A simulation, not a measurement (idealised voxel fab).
process module | voxel wiring stack
Shown is cross-section cut, with a width of 240 nm and square cells of size 5 nm.
Square cells in a grid make up a cross-section in this document, and the grid is given as bands, listed from the top down, each one or more rows of cells.
Look at the band entry: it leads with the top's height and the bottom's height in nm. Then it lists the materials left to right, with a width in nm for each. The word "edge to edge" on a single material says that material fills the band edge to edge. The word "blank" is empty space.
All heights in this document are referenced to 0, defined as the level beneath which the wafer, as received, consists entirely of one material. The lowest band is not bounded below; it extends indefinitely downward and is written in the form "0 and below".
The notation "30->40" denotes a width that varies across the rows of cells in the band, beginning at the first number in the top row, finishing at the second number in the bottom row, and changing by an identical amount from each row to the next.
Step note "remained the same" = no cross-section cell changed.
Enclosed voids (no open way to top), threshold 8 cells or more, entry "Enclosed void list", notation width x height at distance, distance from left edge, nm.
Whatever follows a step's settings on its line is a remark the simulator itself makes about that step.
Among the settings permitted on a step's line is "overlay nm"; applied to a step with a mask, it specifies the extent to which the mask lay to the right of its planned position, whereas a negative figure signifies a position to the left.
### Steps in the process plan
- 1: RECEIVE | material Si
- 2: CONFORMAL_DEP | material SiO2 | thk nm 15
- 3: CONFORMAL_DEP | material SiN | thk nm 5
- 4: DIRECTIONAL_DEP | material SiO2 | thk nm 15
- 5: PATTERN | tone open | mask id METAL_1 | material resist | width nm 30 | pitch nm 50 | thk nm 20 | overlay nm 0
- 6: DIRECTIONAL_ETCH | etch materials SiO2 | depth nm 15
- 7: DIRECTIONAL_ETCH | etch materials SiN | depth nm 5
- 8: STRIP | etch materials resist
- 9: CONFORMAL_DEP | material TiN | thk nm 5
- 10: FILL_DEP | material Cu | thk nm 10
- 11: CMP | height nm 35
- 12: EPI | material Ru | thk nm 5
- 13: FILL_DEP | material SiCN | thk nm 5
- 14: DIRECTIONAL_DEP | material lowk | thk nm 25
- 15: DIRECTIONAL_DEP | material aC | thk nm 5
- 16: PATTERN | tone open | mask id METAL_2 | material resist | width nm 30 | pitch nm 50 | thk nm 35 | overlay nm 0
- 17: DIRECTIONAL_ETCH | etch materials aC | depth nm 15
- 18: STRIP | etch materials resist
- 19: DIRECTIONAL_ETCH | etch materials lowk | depth nm 15
- 20: STRIP | etch materials aC
- 21: PATTERN | tone open | mask id METAL_2_HOLES | material resist | width nm 15 | thk nm 15 | overlay nm 0
- 22: DIRECTIONAL_ETCH | etch materials lowk | depth nm 10
- 23: DIRECTIONAL_ETCH | etch materials SiCN | depth nm 5
- 24: STRIP | etch materials resist
- 25: CONFORMAL_DEP | material TiN | thk nm 5
- 26: FILL_DEP | material Ru | thk nm 10
- 27: CMP | height nm 70
- 28: CONFORMAL_DEP | material SiN | thk nm 5
The wafers in this document start out alike and differ in the thk nm applied at step 15; the plan shows the value used for the first wafer.
### The first of several wafers in cross-section, exactly as it reached us after step 1
* 0 and below = Si edge to edge
* Enclosed void list: none
### Post step 28, the closing step of the module: first of several wafers, cross-sectioned
* 75 down to 70 = SiN edge to edge
* 70 down to 60 = 80 of lowk, 5 of TiN, 20 of Ru, 5 of TiN, 20 of lowk, 5 of TiN, 20 of Ru, 5 of TiN, 80 of lowk
* 60 down to 55 = 80 of lowk, 5 of TiN, 5 of Ru, 20 of TiN, 20 of lowk, 30 of TiN, 80 of lowk
* 55 down to 45 = 80 of lowk, 5 of TiN, 5 of Ru, 5 of TiN, 145 of lowk
* 45 down to 40 = 80 of SiCN, 15 of TiN, 145 of SiCN
* 40 down to 35 = 75 of SiCN, 40 of Ru, 10 of SiCN, 40 of Ru, 75 of SiCN
* 35 down to 20 = 80 of SiO2, 5 of TiN, 20 of Cu, 5 of TiN, 20 of SiO2, 5 of TiN, 20 of Cu, 5 of TiN, 80 of SiO2
* 20 down to 15 = 80 of SiN, 30 of TiN, 20 of SiN, 30 of TiN, 80 of SiN
* 15 down to 0 = SiO2 edge to edge
* 0 and below = Si edge to edge
* Enclosed void list: none
### Cross-sectional depiction of the last of several wafers upon completion of the module
* 75 down to 70 = SiN edge to edge
* 70 down to 65 = 80 of lowk, 5 of TiN, 5 of Ru, 5 of TiN, 145 of lowk
* 65 down to 60 = 80 of lowk, 15 of TiN, 145 of lowk
* 60 down to 45 = lowk edge to edge
* 45 down to 40 = SiCN edge to edge
* 40 down to 35 = 75 of SiCN, 40 of Ru, 10 of SiCN, 40 of Ru, 75 of SiCN
* 35 down to 20 = 80 of SiO2, 5 of TiN, 20 of Cu, 5 of TiN, 20 of SiO2, 5 of TiN, 20 of Cu, 5 of TiN, 80 of SiO2
* 20 down to 15 = 80 of SiN, 30 of TiN, 20 of SiN, 30 of TiN, 80 of SiN
* 15 down to 0 = SiO2 edge to edge
* 0 and below = Si edge to edge
* Enclosed void list: none
### Below: a row per wafer. Contents at end of module: for every material, cells gained since receipt (+) or lost since receipt (-); then closed voids
thk nm 5; +24 Cu; +35 Ru; +77 SiCN; +84 SiN; +252 SiO2; +50 TiN; +198 lowk; Enclosed void list: none
thk nm 10; +24 Cu; +35 Ru; +77 SiCN; +84 SiN; +252 SiO2; +50 TiN; +198 lowk; Enclosed void list: none
thk nm 15; +24 Cu; +35 Ru; +77 SiCN; +84 SiN; +252 SiO2; +50 TiN; +198 lowk; Enclosed void list: none
thk nm 20; +24 Cu; +17 Ru; +80 SiCN; +84 SiN; +252 SiO2; +29 TiN; +234 lowk; Enclosed void list: none
thk nm 25; +24 Cu; +17 Ru; +80 SiCN; +84 SiN; +252 SiO2; +29 TiN; +234 lowk; Enclosed void list: none
thk nm 30; +24 Cu; +17 Ru; +80 SiCN; +84 SiN; +252 SiO2; +29 TiN; +234 lowk; Enclosed void list: none
